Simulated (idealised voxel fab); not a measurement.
process module | voxel air gaps
cross-section cut | 235 nm wide | cells 5 nm
A cross-section is a grid of square cells, given in bands from the top down. A band is one or more rows of cells.
Each band's line starts with the height of the band's top and of its bottom, in nm. Then come its materials from left to right, each with its width in nm. One material with "throughout" fills the band from edge to edge. "air" is empty space.
Height 0 is the level under which the wafer as received is all one material. The lowest band goes on downwards, as in "0 down".
A width such as "30 to 40" changes by the same amount from each row of cells to the next, from the band's top row to its bottom row.
"no change" after a step means that no cell of the cross-section changed.
closed voids: empty space of 8 cells or more with no open way to the top, each as width x height at its distance from the left edge, in nm
after a step's settings: what the simulator itself notes on the step
overlay nm, on a step with a mask: how far to the right of its planned place the mask lay; to the left if negative
plan
1 op RECEIVE | material Si
2 op CONFORMAL_DEP | material SiO2 | thk nm 10
3 op CONFORMAL_DEP | material SiCN | thk nm 5
4 op DIRECTIONAL_DEP | material SiO2 | thk nm 40
5 op MASKED_ETCH | tone open | mask id LINES | width nm 20 | pitch nm 45 | etch materials SiO2 | depth nm 40 | overlay nm 0
6 op CONFORMAL_DEP | material TiN | thk nm 5
7 op FILL_DEP | material W | thk nm 5
8 op CMP | height nm 55
9 op EPI | material Ru | thk nm 10
10 op SELECTIVE_ETCH | etch materials SiO2 | depth nm 50
11 op CONFORMAL_DEP | material SiCN | thk nm 5
first wafer, as planned
as received, after step 1
  0 down: Si throughout
  closed voids: none
after step 2
  10 to 0: SiO2 throughout
  below 0: unchanged
after step 3
  15 to 10: SiCN throughout
  below 10: unchanged
after step 4
  55 to 15: SiO2 throughout
  below 15: unchanged
after step 5
  55 to 15: SiO2 40 | air 20 | SiO2 25 | air 20 | SiO2 25 | air 20 | SiO2 25 | air 20 | SiO2 40
  below 15: unchanged
after step 6
  60 to 55: TiN 45 | air 10 | TiN 35 | air 10 | TiN 35 | air 10 | TiN 35 | air 10 | TiN 45
  55 to 20: SiO2 40 | TiN 5 | air 10 | TiN 5 | SiO2 25 | TiN 5 | air 10 | TiN 5 | SiO2 25 | TiN 5 | air 10 | TiN 5 | SiO2 25 | TiN 5 | air 10 | TiN 5 | SiO2 40
  20 to 15: SiO2 40 | TiN 20 | SiO2 25 | TiN 20 | SiO2 25 | TiN 20 | SiO2 25 | TiN 20 | SiO2 40
  below 15: unchanged
after step 7
  65 to 60: W throughout
  60 to 55: TiN 45 | W 10 | TiN 35 | W 10 | TiN 35 | W 10 | TiN 35 | W 10 | TiN 45
  55 to 20: SiO2 40 | TiN 5 | W 10 | TiN 5 | SiO2 25 | TiN 5 | W 10 | TiN 5 | SiO2 25 | TiN 5 | W 10 | TiN 5 | SiO2 25 | TiN 5 | W 10 | TiN 5 | SiO2 40
  below 20: unchanged
after step 8
  55 to 20: SiO2 40 | TiN 5 | W 10 | TiN 5 | SiO2 25 | TiN 5 | W 10 | TiN 5 | SiO2 25 | TiN 5 | W 10 | TiN 5 | SiO2 25 | TiN 5 | W 10 | TiN 5 | SiO2 40
  below 20: unchanged
after step 9
  65 to 55: air 30 | Ru 40 | air 5 | Ru 40 | air 5 | Ru 40 | air 5 | Ru 40 | air 30
  below 55: unchanged
after step 10
  65 to 55: air 30 | Ru 40 | air 5 | Ru 40 | air 5 | Ru 40 | air 5 | Ru 40 | air 30
  55 to 20: air 40 | TiN 5 | W 10 | TiN 5 | air 25 | TiN 5 | W 10 | TiN 5 | air 25 | TiN 5 | W 10 | TiN 5 | air 25 | TiN 5 | W 10 | TiN 5 | air 40
  20 to 15: air 40 | TiN 20 | air 25 | TiN 20 | air 25 | TiN 20 | air 25 | TiN 20 | air 40
  below 15: unchanged
after step 11
  70 to 65: air 25 | SiCN 185 | air 25
  65 to 55: air 25 | SiCN 5 | Ru 40 | SiCN 5 | Ru 40 | SiCN 5 | Ru 40 | SiCN 5 | Ru 40 | SiCN 5 | air 25
  55 to 50: air 25 | SiCN 15 | TiN 5 | W 10 | TiN 5 | SiCN 25 | TiN 5 | W 10 | TiN 5 | SiCN 25 | TiN 5 | W 10 | TiN 5 | SiCN 25 | TiN 5 | W 10 | TiN 5 | SiCN 15 | air 25
  50 to 20: air 35 | SiCN 5 | TiN 5 | W 10 | TiN 5 | SiCN 5 | air 15 | SiCN 5 | TiN 5 | W 10 | TiN 5 | SiCN 5 | air 15 | SiCN 5 | TiN 5 | W 10 | TiN 5 | SiCN 5 | air 15 | SiCN 5 | TiN 5 | W 10 | TiN 5 | SiCN 5 | air 35
  20 to 15: SiCN 40 | TiN 20 | SiCN 25 | TiN 20 | SiCN 25 | TiN 20 | SiCN 25 | TiN 20 | SiCN 40
  below 15: unchanged
  closed voids: 15 x 30 at 65; 15 x 30 at 110; 15 x 30 at 155
second wafer: like start, like plan, one mistake. Through step 4 it matches the first wafer
when step 5 should have ended
  55 to 15: SiO2 35 | air 30 | SiO2 15 | air 30 | SiO2 15 | air 30 | SiO2 15 | air 30 | SiO2 35
  below 15: unchanged
when step 6 should have ended
  60 to 55: TiN 40 | air 20 | TiN 25 | air 20 | TiN 25 | air 20 | TiN 25 | air 20 | TiN 40
  55 to 20: SiO2 35 | TiN 5 | air 20 | TiN 5 | SiO2 15 | TiN 5 | air 20 | TiN 5 | SiO2 15 | TiN 5 | air 20 | TiN 5 | SiO2 15 | TiN 5 | air 20 | TiN 5 | SiO2 35
  20 to 15: SiO2 35 | TiN 30 | SiO2 15 | TiN 30 | SiO2 15 | TiN 30 | SiO2 15 | TiN 30 | SiO2 35
  below 15: unchanged
when step 7 should have ended
  65 to 60: W throughout
  60 to 55: TiN 40 | W 20 | TiN 25 | W 20 | TiN 25 | W 20 | TiN 25 | W 20 | TiN 40
  55 to 20: SiO2 35 | TiN 5 | W 20 | TiN 5 | SiO2 15 | TiN 5 | W 20 | TiN 5 | SiO2 15 | TiN 5 | W 20 | TiN 5 | SiO2 15 | TiN 5 | W 20 | TiN 5 | SiO2 35
  below 20: unchanged
when step 8 should have ended
  55 to 20: SiO2 35 | TiN 5 | W 20 | TiN 5 | SiO2 15 | TiN 5 | W 20 | TiN 5 | SiO2 15 | TiN 5 | W 20 | TiN 5 | SiO2 15 | TiN 5 | W 20 | TiN 5 | SiO2 35
  below 20: unchanged
when step 9 should have ended
  65 to 55: air 25 | Ru 185 | air 25
  below 55: unchanged
when step 10 should have ended
  65 to 55: air 25 | Ru 185 | air 25
  55 to 20: air 35 | TiN 5 | W 20 | TiN 5 | SiO2 15 | TiN 5 | W 20 | TiN 5 | SiO2 15 | TiN 5 | W 20 | TiN 5 | SiO2 15 | TiN 5 | W 20 | TiN 5 | air 35
  20 to 15: air 35 | TiN 30 | SiO2 15 | TiN 30 | SiO2 15 | TiN 30 | SiO2 15 | TiN 30 | air 35
  below 15: unchanged
when step 11 should have ended
  70 to 65: air 20 | SiCN 195 | air 20
  65 to 55: air 20 | SiCN 5 | Ru 185 | SiCN 5 | air 20
  55 to 50: air 20 | SiCN 15 | TiN 5 | W 20 | TiN 5 | SiO2 15 | TiN 5 | W 20 | TiN 5 | SiO2 15 | TiN 5 | W 20 | TiN 5 | SiO2 15 | TiN 5 | W 20 | TiN 5 | SiCN 15 | air 20
  50 to 20: air 30 | SiCN 5 | TiN 5 | W 20 | TiN 5 | SiO2 15 | TiN 5 | W 20 | TiN 5 | SiO2 15 | TiN 5 | W 20 | TiN 5 | SiO2 15 | TiN 5 | W 20 | TiN 5 | SiCN 5 | air 30
  20 to 15: SiCN 35 | TiN 30 | SiO2 15 | TiN 30 | SiO2 15 | TiN 30 | SiO2 15 | TiN 30 | SiCN 35
  below 15: unchanged
what went wrong: step 5 ran as: op MASKED_ETCH | tone open | mask id LINES | width nm 30 | pitch nm 45 | etch materials SiO2 | depth nm 40 | overlay nm 0
at the end the second wafer has, in cells: 10 more of Ru | 72 fewer of SiCN | 72 more of SiO2 | 8 more of TiN | 56 more of W
closed voids at the end (first wafer, second wafer): 3, 0
